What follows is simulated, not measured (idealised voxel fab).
Herein follows the process module entitled voxel fin reveal.
cross-section cut | 235 nm wide | cells 5 nm
In this document a cross-section is written as a grid of square cells. It is given as a series of bands, listed from the top down, and a band is one or more rows of cells. Top height, bottom height, nm. Materials left to right, width each, nm. Single material + "edge to edge" = fills band edge to edge. "blank" = empty. Heights are reckoned from 0. Under this level, the received wafer is all of one material. The bottommost band is open-ended downward, for example "0 down". So if you see something like "30..40" for the width, read it as the top row of the band sitting at the first number and the bottom row at the second, with every row in between moving by the same amount as the last. Given "changes: none" for a step, no cell of the cross-section differs between before and after that step. Entry "Catalogued sealed voids". Content: empty spaces with no open connection to the top, size 8 cells or greater. Each: width x height at distance. Distance: from left edge. Unit: nm. On each step's line, the part that comes after the settings is the simulator's own comment on the step. The "overlay nm" setting may appear on a step's line; for a step that uses a mask, it gives how far to the right of its planned position the mask lay, and a negative value indicates the left. The remainder of this document consists of a sequence of paired cross-sections. Each pair presents the cross-section prior to one process step together with the cross-section following it, the latter being rendered only as deep as the lowest band that underwent change. The intervening step, together with its settings, is stated beneath each pair. Because the pairs may originate from different runs of this module on the same starting wafer, a given pair is to be read as continuing from the preceding pair only where its entry headed "Pre-step cross-section" so indicates.

Pre-step cross-section:
> 0 down | Si edge to edge
> Catalogued sealed voids: none

Post-Step Appearance:
> 5 to 0 | SiN edge to edge
> Below 0, the layers are the same as they were.
> Catalogued sealed voids: none
The step that takes the structure from the upper cross-section to the lower one is CONFORMAL_DEP, material SiN, thk nm 5

Pre-step cross-section: this step begins from the cross-section that the pair just above shows after its step.

Post-Step Appearance:
> 25 to 5 | blank (50) | resist (15) | blank (25) | resist (15) | blank (25) | resist (15) | blank (25) | resist (15) | blank (50)
> Below 5, the layers are the same as they were.
> Catalogued sealed voids: none
The step that takes the structure from the upper cross-section to the lower one is PATTERN, tone cover, mask id FINS, material resist, width nm 15, pitch nm 40, thk nm 20, overlay nm 0

Pre-step cross-section: this step begins from the cross-section that the pair just above shows after its step.

Post-Step Appearance:
> 25 to 5 | blank (50) | resist (15) | blank (25) | resist (15) | blank (25) | resist (15) | blank (25) | resist (15) | blank (50)
> 5 to 0 | blank (50) | SiN (15) | blank (25) | SiN (15) | blank (25) | SiN (15) | blank (25) | SiN (15) | blank (50)
> Below 0, the layers are the same as they were.
> Catalogued sealed voids: none
The step that takes the structure from the upper cross-section to the lower one is DIRECTIONAL_ETCH, etch materials SiN, depth nm 5

Pre-step cross-section: this step begins from the cross-section that the pair just above shows after its step.

Post-Step Appearance:
> 25 to 5 | blank (50) | resist (15) | blank (25) | resist (15) | blank (25) | resist (15) | blank (25) | resist (15) | blank (50)
> 5 to 0 | blank (50) | SiN (15) | blank (25) | SiN (15) | blank (25) | SiN (15) | blank (25) | SiN (15) | blank (50)
> 0 to -40 | blank (50) | Si (15) | blank (25) | Si (15) | blank (25) | Si (15) | blank (25) | Si (15) | blank (50)
> Below -40, the layers are the same as they were.
> Catalogued sealed voids: none
The step that takes the structure from the upper cross-section to the lower one is DIRECTIONAL_ETCH, etch materials Si, depth nm 40

Pre-step cross-section: this step begins from the cross-section that the pair just above shows after its step.

Post-Step Appearance:
> 5 to 0 | blank (50) | SiN (15) | blank (25) | SiN (15) | blank (25) | SiN (15) | blank (25) | SiN (15) | blank (50)
> Below 0, the layers are the same as they were.
> Catalogued sealed voids: none
The step that takes the structure from the upper cross-section to the lower one is STRIP, etch materials resist

Pre-step cross-section: this step begins from the cross-section that the pair just above shows after its step.

Post-Step Appearance:
> 15 to 5 | SiO2 edge to edge
> 5 to 0 | SiO2 (50) | SiN (15) | SiO2 (25) | SiN (15) | SiO2 (25) | SiN (15) | SiO2 (25) | SiN (15) | SiO2 (50)
> 0 to -40 | SiO2 (50) | Si (15) | SiO2 (25) | Si (15) | SiO2 (25) | Si (15) | SiO2 (25) | Si (15) | SiO2 (50)
> Below -40, the layers are the same as they were.
> Catalogued sealed voids: none
The step that takes the structure from the upper cross-section to the lower one is FILL_DEP, material SiO2, thk nm 10

Pre-step cross-section: this step begins from the cross-section that the pair just above shows after its step.

Post-Step Appearance:
> 5 to 0 | SiO2 (50) | SiN (15) | SiO2 (25) | SiN (15) | SiO2 (25) | SiN (15) | SiO2 (25) | SiN (15) | SiO2 (50)
> Below 0, the layers are the same as they were.
> Catalogued sealed voids: none
The step that takes the structure from the upper cross-section to the lower one is CMP, height nm 5

Pre-step cross-section: this step begins from the cross-section that the pair just above shows after its step.

Post-Step Appearance:
> 5 to 0 | blank (50) | SiN (15) | blank (25) | SiN (15) | blank (25) | SiN (15) | blank (25) | SiN (15) | blank (50)
> 0 to -25 | blank (50) | Si (15) | blank (25) | Si (15) | blank (25) | Si (15) | blank (25) | Si (15) | blank (50)
> Below -25, the layers are the same as they were.
> Catalogued sealed voids: none
The step that takes the structure from the upper cross-section to the lower one is SELECTIVE_ETCH, etch materials SiO2, depth nm 30

Pre-step cross-section: this step begins from the cross-section that the pair just above shows after its step.

Post-Step Appearance:
> 0 to -25 | blank (50) | Si (15) | blank (25) | Si (15) | blank (25) | Si (15) | blank (25) | Si (15) | blank (50)
> Below -25, the layers are the same as they were.
> Catalogued sealed voids: none
The step that takes the structure from the upper cross-section to the lower one is STRIP, etch materials SiN

Pre-step cross-section: this step begins from the cross-section that the pair just above shows after its step.

Post-Step Appearance:
> 5 to 0 | blank (45) | SiO2 (25) | blank (15) | SiO2 (25) | blank (15) | SiO2 (25) | blank (15) | SiO2 (25) | blank (45)
> 0 to -20 | blank (45) | SiO2 (5) | Si (15) | SiO2 (5) | blank (15) | SiO2 (5) | Si (15) | SiO2 (5) | blank (15) | SiO2 (5) | Si (15) | SiO2 (5) | blank (15) | SiO2 (5) | Si (15) | SiO2 (5) | blank (45)
> -20 to -40 | SiO2 (50) | Si (15) | SiO2 (25) | Si (15) | SiO2 (25) | Si (15) | SiO2 (25) | Si (15) | SiO2 (50)
> Below -40, the layers are the same as they were.
> Catalogued sealed voids: none
The step that takes the structure from the upper cross-section to the lower one is CONFORMAL_DEP, material SiO2, thk nm 5

Pre-step cross-section:
> 25 to 5 | blank (50) | resist (15) | blank (25) | resist (15) | blank (25) | resist (15) | blank (25) | resist (15) | blank (50)
> 5 to 0 | blank (50) | SiN (15) | blank (25) | SiN (15) | blank (25) | SiN (15) | blank (25) | SiN (15) | blank (50)
> 0 to -40 | blank (50) | Si (15) | blank (25) | Si (15) | blank (25) | Si (15) | blank (25) | Si (15) | blank (50)
> -40 down | Si edge to edge
> Catalogued sealed voids: none

Post-Step Appearance:
> 25 to 5 | blank (50) | resist (15) | blank (25) | resist (15) | blank (25) | resist (15) | blank (25) | resist (15) | blank (50)
> 5 to 0 | blank (50) | SiN (15) | blank (25) | SiN (15) | blank (25) | SiN (15) | blank (25) | SiN (15) | blank (50)
> 0 to -80 | blank (50) | Si (15) | blank (25) | Si (15) | blank (25) | Si (15) | blank (25) | Si (15) | blank (50)
> Below -80, the layers are the same as they were.
> Catalogued sealed voids: none
The step that takes the structure from the upper cross-section to the lower one is DIRECTIONAL_ETCH, etch materials Si, depth nm 40

Pre-step cross-section: this step begins from the cross-section that the pair just above shows after its step.

Post-Step Appearance:
> 5 to 0 | blank (50) | SiN (15) | blank (25) | SiN (15) | blank (25) | SiN (15) | blank (25) | SiN (15) | blank (50)
> Below 0, the layers are the same as they were.
> Catalogued sealed voids: none
The step that takes the structure from the upper cross-section to the lower one is STRIP, etch materials resist

Pre-step cross-section: this step begins from the cross-section that the pair just above shows after its step.

Post-Step Appearance:
> 15 to 5 | SiO2 edge to edge
> 5 to 0 | SiO2 (50) | SiN (15) | SiO2 (25) | SiN (15) | SiO2 (25) | SiN (15) | SiO2 (25) | SiN (15) | SiO2 (50)
> 0 to -80 | SiO2 (50) | Si (15) | SiO2 (25) | Si (15) | SiO2 (25) | Si (15) | SiO2 (25) | Si (15) | SiO2 (50)
> Below -80, the layers are the same as they were.
> Catalogued sealed voids: none
The step that takes the structure from the upper cross-section to the lower one is FILL_DEP, material SiO2, thk nm 10

Pre-step cross-section: this step begins from the cross-section that the pair just above shows after its step.

Post-Step Appearance:
> 5 to 0 | SiO2 (50) | SiN (15) | SiO2 (25) | SiN (15) | SiO2 (25) | SiN (15) | SiO2 (25) | SiN (15) | SiO2 (50)
> Below 0, the layers are the same as they were.
> Catalogued sealed voids: none
The step that takes the structure from the upper cross-section to the lower one is CMP, height nm 5

Pre-step cross-section: this step begins from the cross-section that the pair just above shows after its step.

Post-Step Appearance:
> 5 to 0 | blank (50) | SiN (15) | blank (25) | SiN (15) | blank (25) | SiN (15) | blank (25) | SiN (15) | blank (50)
> 0 to -25 | blank (50) | Si (15) | blank (25) | Si (15) | blank (25) | Si (15) | blank (25) | Si (15) | blank (50)
> Below -25, the layers are the same as they were.
> Catalogued sealed voids: none
The step that takes the structure from the upper cross-section to the lower one is SELECTIVE_ETCH, etch materials SiO2, depth nm 30

Pre-step cross-section: this step begins from the cross-section that the pair just above shows after its step.

Post-Step Appearance:
> 0 to -25 | blank (50) | Si (15) | blank (25) | Si (15) | blank (25) | Si (15) | blank (25) | Si (15) | blank (50)
> Below -25, the layers are the same as they were.
> Catalogued sealed voids: none
The step that takes the structure from the upper cross-section to the lower one is STRIP, etch materials SiN

Pre-step cross-section: this step begins from the cross-section that the pair just above shows after its step.

Post-Step Appearance:
> 5 to 0 | blank (45) | SiO2 (25) | blank (15) | SiO2 (25) | blank (15) | SiO2 (25) | blank (15) | SiO2 (25) | blank (45)
> 0 to -20 | blank (45) | SiO2 (5) | Si (15) | SiO2 (5) | blank (15) | SiO2 (5) | Si (15) | SiO2 (5) | blank (15) | SiO2 (5) | Si (15) | SiO2 (5) | blank (15) | SiO2 (5) | Si (15) | SiO2 (5) | blank (45)
> -20 to -80 | SiO2 (50) | Si (15) | SiO2 (25) | Si (15) | SiO2 (25) | Si (15) | SiO2 (25) | Si (15) | SiO2 (50)
> Below -80, the layers are the same as they were.
> Catalogued sealed voids: none
The step that takes the structure from the upper cross-section to the lower one is CONFORMAL_DEP, material SiO2, thk nm 5

Pre-step cross-section:
> 5 to 0 | SiO2 (50) | SiN (15) | SiO2 (25) | SiN (15) | SiO2 (25) | SiN (15) | SiO2 (25) | SiN (15) | SiO2 (50)
> 0 to -40 | SiO2 (50) | Si (15) | SiO2 (25) | Si (15) | SiO2 (25) | Si (15) | SiO2 (25) | Si (15) | SiO2 (50)
> -40 down | Si edge to edge
> Catalogued sealed voids: none

Post-Step Appearance:
> 5 to 0 | SiO2 (50) | blank (15) | SiO2 (25) | blank (15) | SiO2 (25) | blank (15) | SiO2 (25) | blank (15) | SiO2 (50)
> Below 0, the layers are the same as they were.
> Catalogued sealed voids: none
The step that takes the structure from the upper cross-section to the lower one is STRIP, etch materials SiN

Pre-step cross-section: this step begins from the cross-section that the pair just above shows after its step.

Post-Step Appearance:
> 0 to -25 | blank (50) | Si (15) | blank (25) | Si (15) | blank (25) | Si (15) | blank (25) | Si (15) | blank (50)
> -25 to -30 | SiO2 (20) | blank (30) | Si (15) | blank (25) | Si (15) | blank (25) | Si (15) | blank (25) | Si (15) | blank (30) | SiO2 (20)
> Below -30, the layers are the same as they were.
> Catalogued sealed voids: none
The step that takes the structure from the upper cross-section to the lower one is SELECTIVE_ETCH, etch materials SiO2, depth nm 30

Pre-step cross-section: this step begins from the cross-section that the pair just above shows after its step.

Post-Step Appearance:
> 5 to 0 | blank (45) | SiO2 (25) | blank (15) | SiO2 (25) | blank (15) | SiO2 (25) | blank (15) | SiO2 (25) | blank (45)
> 0 to -20 | blank (45) | SiO2 (5) | Si (15) | SiO2 (5) | blank (15) | SiO2 (5) | Si (15) | SiO2 (5) | blank (15) | SiO2 (5) | Si (15) | SiO2 (5) | blank (15) | SiO2 (5) | Si (15) | SiO2 (5) | blank (45)
> -20 to -25 | SiO2 (25) | blank (20) | SiO2 (5) | Si (15) | SiO2 (5) | blank (15) | SiO2 (5) | Si (15) | SiO2 (5) | blank (15) | SiO2 (5) | Si (15) | SiO2 (5) | blank (15) | SiO2 (5) | Si (15) | SiO2 (5) | blank (20) | SiO2 (25)
> -25 to -40 | SiO2 (50) | Si (15) | SiO2 (25) | Si (15) | SiO2 (25) | Si (15) | SiO2 (25) | Si (15) | SiO2 (50)
> Below -40, the layers are the same as they were.
> Catalogued sealed voids: none
The step that takes the structure from the upper cross-section to the lower one is CONFORMAL_DEP, material SiO2, thk nm 5

Pre-step cross-section:
> 0 to -25 | blank (50) | Si (15) | blank (25) | Si (15) | blank (25) | Si (15) | blank (25) | Si (15) | blank (50)
> -25 to -40 | SiO2 (50) | Si (15) | SiO2 (25) | Si (15) | SiO2 (25) | Si (15) | SiO2 (25) | Si (15) | SiO2 (50)
> -40 down | Si edge to edge
> Catalogued sealed voids: none

Post-Step Appearance:
> 15 to 0 | blank (35) | SiO2 (165) | blank (35)
> 0 to -10 | blank (35) | SiO2 (15) | Si (15) | SiO2 (25) | Si (15) | SiO2 (25) | Si (15) | SiO2 (25) | Si (15) | SiO2 (15) | blank (35)
> -10 to -40 | SiO2 (50) | Si (15) | SiO2 (25) | Si (15) | SiO2 (25) | Si (15) | SiO2 (25) | Si (15) | SiO2 (50)
> Below -40, the layers are the same as they were.
> Catalogued sealed voids: none
The step that takes the structure from the upper cross-section to the lower one is CONFORMAL_DEP, material SiO2, thk nm 15

Pre-step cross-section:
> 5 to 0 | SiN edge to edge
> 0 down | Si edge to edge
> Catalogued sealed voids: none

Post-Step Appearance:
> 25 to 5 | blank (50) | resist (20) | blank (20) | resist (20) | blank (20) | resist (20) | blank (20) | resist (20) | blank (45)
> Below 5, the layers are the same as they were.
> Catalogued sealed voids: none
The step that takes the structure from the upper cross-section to the lower one is PATTERN, tone cover, mask id FINS, material resist, width nm 20, pitch nm 40, thk nm 20, overlay nm 0

Pre-step cross-section: this step begins from the cross-section that the pair just above shows after its step.

Post-Step Appearance:
> 25 to 5 | blank (50) | resist (20) | blank (20) | resist (20) | blank (20) | resist (20) | blank (20) | resist (20) | blank (45)
> 5 to 0 | blank (50) | SiN (20) | blank (20) | SiN (20) | blank (20) | SiN (20) | blank (20) | SiN (20) | blank (45)
> Below 0, the layers are the same as they were.
> Catalogued sealed voids: none
The step that takes the structure from the upper cross-section to the lower one is DIRECTIONAL_ETCH, etch materials SiN, depth nm 5

Pre-step cross-section: this step begins from the cross-section that the pair just above shows after its step.

Post-Step Appearance:
> 25 to 5 | blank (50) | resist (20) | blank (20) | resist (20) | blank (20) | resist (20) | blank (20) | resist (20) | blank (45)
> 5 to 0 | blank (50) | SiN (20) | blank (20) | SiN (20) | blank (20) | SiN (20) | blank (20) | SiN (20) | blank (45)
> 0 to -40 | blank (50) | Si (20) | blank (20) | Si (20) | blank (20) | Si (20) | blank (20) | Si (20) | blank (45)
> Below -40, the layers are the same as they were.
> Catalogued sealed voids: none
The step that takes the structure from the upper cross-section to the lower one is DIRECTIONAL_ETCH, etch materials Si, depth nm 40

Pre-step cross-section: this step begins from the cross-section that the pair just above shows after its step.

Post-Step Appearance:
> 5 to 0 | blank (50) | SiN (20) | blank (20) | SiN (20) | blank (20) | SiN (20) | blank (20) | SiN (20) | blank (45)
> Below 0, the layers are the same as they were.
> Catalogued sealed voids: none
The step that takes the structure from the upper cross-section to the lower one is STRIP, etch materials resist

Pre-step cross-section: this step begins from the cross-section that the pair just above shows after its step.

Post-Step Appearance:
> 15 to 5 | SiO2 edge to edge
> 5 to 0 | SiO2 (50) | SiN (20) | SiO2 (20) | SiN (20) | SiO2 (20) | SiN (20) | SiO2 (20) | SiN (20) | SiO2 (45)
> 0 to -40 | SiO2 (50) | Si (20) | SiO2 (20) | Si (20) | SiO2 (20) | Si (20) | SiO2 (20) | Si (20) | SiO2 (45)
> Below -40, the layers are the same as they were.
> Catalogued sealed voids: none
The step that takes the structure from the upper cross-section to the lower one is FILL_DEP, material SiO2, thk nm 10

Pre-step cross-section: this step begins from the cross-section that the pair just above shows after its step.

Post-Step Appearance:
> 5 to 0 | SiO2 (50) | SiN (20) | SiO2 (20) | SiN (20) | SiO2 (20) | SiN (20) | SiO2 (20) | SiN (20) | SiO2 (45)
> Below 0, the layers are the same as they were.
> Catalogued sealed voids: none
The step that takes the structure from the upper cross-section to the lower one is CMP, height nm 5

Pre-step cross-section: this step begins from the cross-section that the pair just above shows after its step.

Post-Step Appearance:
> 5 to 0 | blank (50) | SiN (20) | blank (20) | SiN (20) | blank (20) | SiN (20) | blank (20) | SiN (20) | blank (45)
> 0 to -25 | blank (50) | Si (20) | blank (20) | Si (20) | blank (20) | Si (20) | blank (20) | Si (20) | blank (45)
> Below -25, the layers are the same as they were.
> Catalogued sealed voids: none
The step that takes the structure from the upper cross-section to the lower one is SELECTIVE_ETCH, etch materials SiO2, depth nm 30

Pre-step cross-section: this step begins from the cross-section that the pair just above shows after its step.

Post-Step Appearance:
> 0 to -25 | blank (50) | Si (20) | blank (20) | Si (20) | blank (20) | Si (20) | blank (20) | Si (20) | blank (45)
> Below -25, the layers are the same as they were.
> Catalogued sealed voids: none
The step that takes the structure from the upper cross-section to the lower one is STRIP, etch materials SiN

Pre-step cross-section: this step begins from the cross-section that the pair just above shows after its step.

Post-Step Appearance:
> 5 to 0 | blank (45) | SiO2 (30) | blank (10) | SiO2 (30) | blank (10) | SiO2 (30) | blank (10) | SiO2 (30) | blank (40)
> 0 to -20 | blank (45) | SiO2 (5) | Si (20) | SiO2 (5) | blank (10) | SiO2 (5) | Si (20) | SiO2 (5) | blank (10) | SiO2 (5) | Si (20) | SiO2 (5) | blank (10) | SiO2 (5) | Si (20) | SiO2 (5) | blank (40)
> -20 to -40 | SiO2 (50) | Si (20) | SiO2 (20) | Si (20) | SiO2 (20) | Si (20) | SiO2 (20) | Si (20) | SiO2 (45)
> Below -40, the layers are the same as they were.
> Catalogued sealed voids: none
The step that takes the structure from the upper cross-section to the lower one is CONFORMAL_DEP, material SiO2, thk nm 5

Pre-step cross-section:
> 5 to 0 | SiN edge to edge
> 0 down | Si edge to edge
> Catalogued sealed voids: none

Post-Step Appearance:
> 25 to 5 | blank (60) | resist (15) | blank (25) | resist (15) | blank (25) | resist (15) | blank (25) | resist (15) | blank (40)
> Below 5, the layers are the same as they were.
> Catalogued sealed voids: none
The step that takes the structure from the upper cross-section to the lower one is PATTERN, tone cover, mask id FINS, material resist, width nm 15, pitch nm 40, thk nm 20, overlay nm 10

Pre-step cross-section: this step begins from the cross-section that the pair just above shows after its step.

Post-Step Appearance:
> 25 to 5 | blank (60) | resist (15) | blank (25) | resist (15) | blank (25) | resist (15) | blank (25) | resist (15) | blank (40)
> 5 to 0 | blank (60) | SiN (15) | blank (25) | SiN (15) | blank (25) | SiN (15) | blank (25) | SiN (15) | blank (40)
> Below 0, the layers are the same as they were.
> Catalogued sealed voids: none
The step that takes the structure from the upper cross-section to the lower one is DIRECTIONAL_ETCH, etch materials SiN, depth nm 5

Pre-step cross-section: this step begins from the cross-section that the pair just above shows after its step.

Post-Step Appearance:
> 25 to 5 | blank (60) | resist (15) | blank (25) | resist (15) | blank (25) | resist (15) | blank (25) | resist (15) | blank (40)
> 5 to 0 | blank (60) | SiN (15) | blank (25) | SiN (15) | blank (25) | SiN (15) | blank (25) | SiN (15) | blank (40)
> 0 to -40 | blank (60) | Si (15) | blank (25) | Si (15) | blank (25) | Si (15) | blank (25) | Si (15) | blank (40)
> Below -40, the layers are the same as they were.
> Catalogued sealed voids: none
The step that takes the structure from the upper cross-section to the lower one is DIRECTIONAL_ETCH, etch materials Si, depth nm 40

Pre-step cross-section: this step begins from the cross-section that the pair just above shows after its step.

Post-Step Appearance:
> 5 to 0 | blank (60) | SiN (15) | blank (25) | SiN (15) | blank (25) | SiN (15) | blank (25) | SiN (15) | blank (40)
> Below 0, the layers are the same as they were.
> Catalogued sealed voids: none
The step that takes the structure from the upper cross-section to the lower one is STRIP, etch materials resist

Pre-step cross-section: this step begins from the cross-section that the pair just above shows after its step.

Post-Step Appearance:
> 15 to 5 | SiO2 edge to edge
> 5 to 0 | SiO2 (60) | SiN (15) | SiO2 (25) | SiN (15) | SiO2 (25) | SiN (15) | SiO2 (25) | SiN (15) | SiO2 (40)
> 0 to -40 | SiO2 (60) | Si (15) | SiO2 (25) | Si (15) | SiO2 (25) | Si (15) | SiO2 (25) | Si (15) | SiO2 (40)
> Below -40, the layers are the same as they were.
> Catalogued sealed voids: none
The step that takes the structure from the upper cross-section to the lower one is FILL_DEP, material SiO2, thk nm 10

Pre-step cross-section: this step begins from the cross-section that the pair just above shows after its step.

Post-Step Appearance:
> 5 to 0 | SiO2 (60) | SiN (15) | SiO2 (25) | SiN (15) | SiO2 (25) | SiN (15) | SiO2 (25) | SiN (15) | SiO2 (40)
> Below 0, the layers are the same as they were.
> Catalogued sealed voids: none
The step that takes the structure from the upper cross-section to the lower one is CMP, height nm 5

Pre-step cross-section: this step begins from the cross-section that the pair just above shows after its step.

Post-Step Appearance:
> 5 to 0 | blank (60) | SiN (15) | blank (25) | SiN (15) | blank (25) | SiN (15) | blank (25) | SiN (15) | blank (40)
> 0 to -25 | blank (60) | Si (15) | blank (25) | Si (15) | blank (25) | Si (15) | blank (25) | Si (15) | blank (40)
> Below -25, the layers are the same as they were.
> Catalogued sealed voids: none
The step that takes the structure from the upper cross-section to the lower one is SELECTIVE_ETCH, etch materials SiO2, depth nm 30

Pre-step cross-section: this step begins from the cross-section that the pair just above shows after its step.

Post-Step Appearance:
> 0 to -25 | blank (60) | Si (15) | blank (25) | Si (15) | blank (25) | Si (15) | blank (25) | Si (15) | blank (40)
> Below -25, the layers are the same as they were.
> Catalogued sealed voids: none
The step that takes the structure from the upper cross-section to the lower one is STRIP, etch materials SiN

Pre-step cross-section: this step begins from the cross-section that the pair just above shows after its step.

Post-Step Appearance:
> 5 to 0 | blank (55) | SiO2 (25) | blank (15) | SiO2 (25) | blank (15) | SiO2 (25) | blank (15) | SiO2 (25) | blank (35)
> 0 to -20 | blank (55) | SiO2 (5) | Si (15) | SiO2 (5) | blank (15) | SiO2 (5) | Si (15) | SiO2 (5) | blank (15) | SiO2 (5) | Si (15) | SiO2 (5) | blank (15) | SiO2 (5) | Si (15) | SiO2 (5) | blank (35)
> -20 to -40 | SiO2 (60) | Si (15) | SiO2 (25) | Si (15) | SiO2 (25) | Si (15) | SiO2 (25) | Si (15) | SiO2 (40)
> Below -40, the layers are the same as they were.
> Catalogued sealed voids: none
The step that takes the structure from the upper cross-section to the lower one is CONFORMAL_DEP, material SiO2, thk nm 5

Pre-step cross-section:
> 5 to 0 | blank (50) | SiN (15) | blank (25) | SiN (15) | blank (25) | SiN (15) | blank (25) | SiN (15) | blank (50)
> 0 to -25 | blank (50) | Si (15) | blank (25) | Si (15) | blank (25) | Si (15) | blank (25) | Si (15) | blank (50)
> -25 to -40 | SiO2 (50) | Si (15) | SiO2 (25) | Si (15) | SiO2 (25) | Si (15) | SiO2 (25) | Si (15) | SiO2 (50)
> -40 down | Si edge to edge
> Catalogued sealed voids: none

Post-Step Appearance:
> 5 to 0 | blank (50) | SiN (15) | blank (25) | SiN (15) | blank (25) | SiN (15) | blank (25) | SiN (15) | blank (50)
> 0 to -40 | blank (50) | Si (15) | blank (25) | Si (15) | blank (25) | Si (15) | blank (25) | Si (15) | blank (50)
> Below -40, the layers are the same as they were.
> Catalogued sealed voids: none
The step that takes the structure from the upper cross-section to the lower one is STRIP, etch materials SiO2

Pre-step cross-section: this step begins from the cross-section that the pair just above shows after its step.

Post-Step Appearance:
> 10 to 5 | blank (45) | SiO2 (25) | blank (15) | SiO2 (25) | blank (15) | SiO2 (25) | blank (15) | SiO2 (25) | blank (45)
> 5 to 0 | blank (45) | SiO2 (5) | SiN (15) | SiO2 (5) | blank (15) | SiO2 (5) | SiN (15) | SiO2 (5) | blank (15) | SiO2 (5) | SiN (15) | SiO2 (5) | blank (15) | SiO2 (5) | SiN (15) | SiO2 (5) | blank (45)
> 0 to -35 | blank (45) | SiO2 (5) | Si (15) | SiO2 (5) | blank (15) | SiO2 (5) | Si (15) | SiO2 (5) | blank (15) | SiO2 (5) | Si (15) | SiO2 (5) | blank (15) | SiO2 (5) | Si (15) | SiO2 (5) | blank (45)
> -35 to -40 | SiO2 (50) | Si (15) | SiO2 (25) | Si (15) | SiO2 (25) | Si (15) | SiO2 (25) | Si (15) | SiO2 (50)
> Below -40, the layers are the same as they were.
> Catalogued sealed voids: none
The step that takes the structure from the upper cross-section to the lower one is CONFORMAL_DEP, material SiO2, thk nm 5

Pre-step cross-section:
> 5 to 0 | SiN edge to edge
> 0 down | Si edge to edge
> Catalogued sealed voids: none

Post-Step Appearance:
> 25 to 5 | resist (50) | blank (15) | resist (25) | blank (15) | resist (25) | blank (15) | resist (25) | blank (15) | resist (50)
> Below 5, the layers are the same as they were.
> Catalogued sealed voids: none
The step that takes the structure from the upper cross-section to the lower one is PATTERN, tone open, mask id FINS, material resist, width nm 15, pitch nm 40, thk nm 20, overlay nm 0

Pre-step cross-section: this step begins from the cross-section that the pair just above shows after its step.

Post-Step Appearance:
> 25 to 5 | resist (50) | blank (15) | resist (25) | blank (15) | resist (25) | blank (15) | resist (25) | blank (15) | resist (50)
> 5 to 0 | SiN (50) | blank (15) | SiN (25) | blank (15) | SiN (25) | blank (15) | SiN (25) | blank (15) | SiN (50)
> Below 0, the layers are the same as they were.
> Catalogued sealed voids: none
The step that takes the structure from the upper cross-section to the lower one is DIRECTIONAL_ETCH, etch materials SiN, depth nm 5

Pre-step cross-section: this step begins from the cross-section that the pair just above shows after its step.

Post-Step Appearance:
> 25 to 5 | resist (50) | blank (15) | resist (25) | blank (15) | resist (25) | blank (15) | resist (25) | blank (15) | resist (50)
> 5 to 0 | SiN (50) | blank (15) | SiN (25) | blank (15) | SiN (25) | blank (15) | SiN (25) | blank (15) | SiN (50)
> 0 to -40 | Si (50) | blank (15) | Si (25) | blank (15) | Si (25) | blank (15) | Si (25) | blank (15) | Si (50)
> Below -40, the layers are the same as they were.
> Catalogued sealed voids: none
The step that takes the structure from the upper cross-section to the lower one is DIRECTIONAL_ETCH, etch materials Si, depth nm 40

Pre-step cross-section: this step begins from the cross-section that the pair just above shows after its step.

Post-Step Appearance:
> 5 to 0 | SiN (50) | blank (15) | SiN (25) | blank (15) | SiN (25) | blank (15) | SiN (25) | blank (15) | SiN (50)
> Below 0, the layers are the same as they were.
> Catalogued sealed voids: none
The step that takes the structure from the upper cross-section to the lower one is STRIP, etch materials resist

Pre-step cross-section: this step begins from the cross-section that the pair just above shows after its step.

Post-Step Appearance:
> 15 to 5 | SiO2 edge to edge
> 5 to 0 | SiN (50) | SiO2 (15) | SiN (25) | SiO2 (15) | SiN (25) | SiO2 (15) | SiN (25) | SiO2 (15) | SiN (50)
> 0 to -40 | Si (50) | SiO2 (15) | Si (25) | SiO2 (15) | Si (25) | SiO2 (15) | Si (25) | SiO2 (15) | Si (50)
> Below -40, the layers are the same as they were.
> Catalogued sealed voids: none
The step that takes the structure from the upper cross-section to the lower one is FILL_DEP, material SiO2, thk nm 10

Pre-step cross-section: this step begins from the cross-section that the pair just above shows after its step.

Post-Step Appearance:
> 5 to 0 | SiN (50) | SiO2 (15) | SiN (25) | SiO2 (15) | SiN (25) | SiO2 (15) | SiN (25) | SiO2 (15) | SiN (50)
> Below 0, the layers are the same as they were.
> Catalogued sealed voids: none
The step that takes the structure from the upper cross-section to the lower one is CMP, height nm 5

Pre-step cross-section: this step begins from the cross-section that the pair just above shows after its step.

Post-Step Appearance:
> 5 to 0 | SiN (50) | blank (15) | SiN (25) | blank (15) | SiN (25) | blank (15) | SiN (25) | blank (15) | SiN (50)
> 0 to -25 | Si (50) | blank (15) | Si (25) | blank (15) | Si (25) | blank (15) | Si (25) | blank (15) | Si (50)
> Below -25, the layers are the same as they were.
> Catalogued sealed voids: none
The step that takes the structure from the upper cross-section to the lower one is SELECTIVE_ETCH, etch materials SiO2, depth nm 30

Pre-step cross-section: this step begins from the cross-section that the pair just above shows after its step.

Post-Step Appearance:
> 0 to -25 | Si (50) | blank (15) | Si (25) | blank (15) | Si (25) | blank (15) | Si (25) | blank (15) | Si (50)
> Below -25, the layers are the same as they were.
> Catalogued sealed voids: none
The step that takes the structure from the upper cross-section to the lower one is STRIP, etch materials SiN

Pre-step cross-section: this step begins from the cross-section that the pair just above shows after its step.

Post-Step Appearance:
> 5 to 0 | SiO2 (55) | blank (5) | SiO2 (35) | blank (5) | SiO2 (35) | blank (5) | SiO2 (35) | blank (5) | SiO2 (55)
> 0 to -20 | Si (50) | SiO2 (5) | blank (5) | SiO2 (5) | Si (25) | SiO2 (5) | blank (5) | SiO2 (5) | Si (25) | SiO2 (5) | blank (5) | SiO2 (5) | Si (25) | SiO2 (5) | blank (5) | SiO2 (5) | Si (50)
> -20 to -40 | Si (50) | SiO2 (15) | Si (25) | SiO2 (15) | Si (25) | SiO2 (15) | Si (25) | SiO2 (15) | Si (50)
> Below -40, the layers are the same as they were.
> Catalogued sealed voids: none
The step that takes the structure from the upper cross-section to the lower one is CONFORMAL_DEP, material SiO2, thk nm 5
